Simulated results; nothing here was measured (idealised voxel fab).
Title: Process Module voxel lift off
165 nm wide, 5 nm square cells: that's cross-section cut.
A cross-section in this document is a grid of square cells, and it is written down as bands, the top band listed before the ones below it; a band is made up of one or more rows of cells.
This entry defines a band. It first specifies the height of the band's top and the height of its bottom in nm, and then specifies the band's materials from left to right, stating each material with its width in nm. The word "all across" identifies a single material that fills the band from edge to edge, while the word "air" identifies empty space.
Heights are measured from 0, the level below which the as-received wafer is all one material; the lowest band has no bottom and continues downward, written as in "z 0 and below".
Per-row width for "30..40": begins at first number (top row of band), ends at second number (bottom row), increment between rows held constant.
Basically "no modifications" means that step didn't change any cell in the cross-section.
Entry "closed voids". Content: empty spaces with no open connection to the top, size 8 cells or greater. Each: width x height at distance. Distance: from left edge. Unit: nm.
Past the settings on a step's line: simulator remark, on that step.
Steps that use a mask can have "overlay nm" on their line. It says how far the mask sat to the right of where it was meant to be. Negative means to the left.

## Process steps (planned)
1: RECEIVE,material Si
2: CONFORMAL_DEP,material Al2O3,thk nm 5
3: PATTERN,tone open,mask id LINES,material resist,width nm 15,pitch nm 45,thk nm 20,overlay nm 0
4: DIRECTIONAL_DEP,material Ru,thk nm 5
5: STRIP,etch materials resist
6: CONFORMAL_DEP,material SiCN,thk nm 5

## Shown in cross-section is the wafer as received, that is, as it stands after step 1
z 0 and below | Si all across
closed voids: none

## Cross-section, first of two wafers, end of module, run as planned
z 15 to 10 | 45 nm air, then 25 nm SiCN, then 20 nm air, then 25 nm SiCN, then 50 nm air
z 10 to 5 | 50 nm SiCN, then 15 nm Ru, then 30 nm SiCN, then 15 nm Ru, then 55 nm SiCN
z 5 to 0 | Al2O3 all across
z 0 and below | Si all across
closed voids: none

## Second wafer cross-section at end of module - shared start and plan with the first, one mistake in the run
z 15 to 10 | 35 nm air, then 25 nm SiCN, then 20 nm air, then 25 nm SiCN, then 60 nm air
z 10 to 5 | 40 nm SiCN, then 15 nm Ru, then 30 nm SiCN, then 15 nm Ru, then 65 nm SiCN
z 5 to 0 | Al2O3 all across
z 0 and below | Si all across
closed voids: none
Error vs. plan: step 3 ran differently from the plan; actual operation with settings: PATTERN,tone open,mask id LINES,material resist,width nm 15,pitch nm 45,thk nm 20,overlay nm -10
When the process is done, the second wafer contains the same cell count of every material as the first wafer, but distributed over other locations.
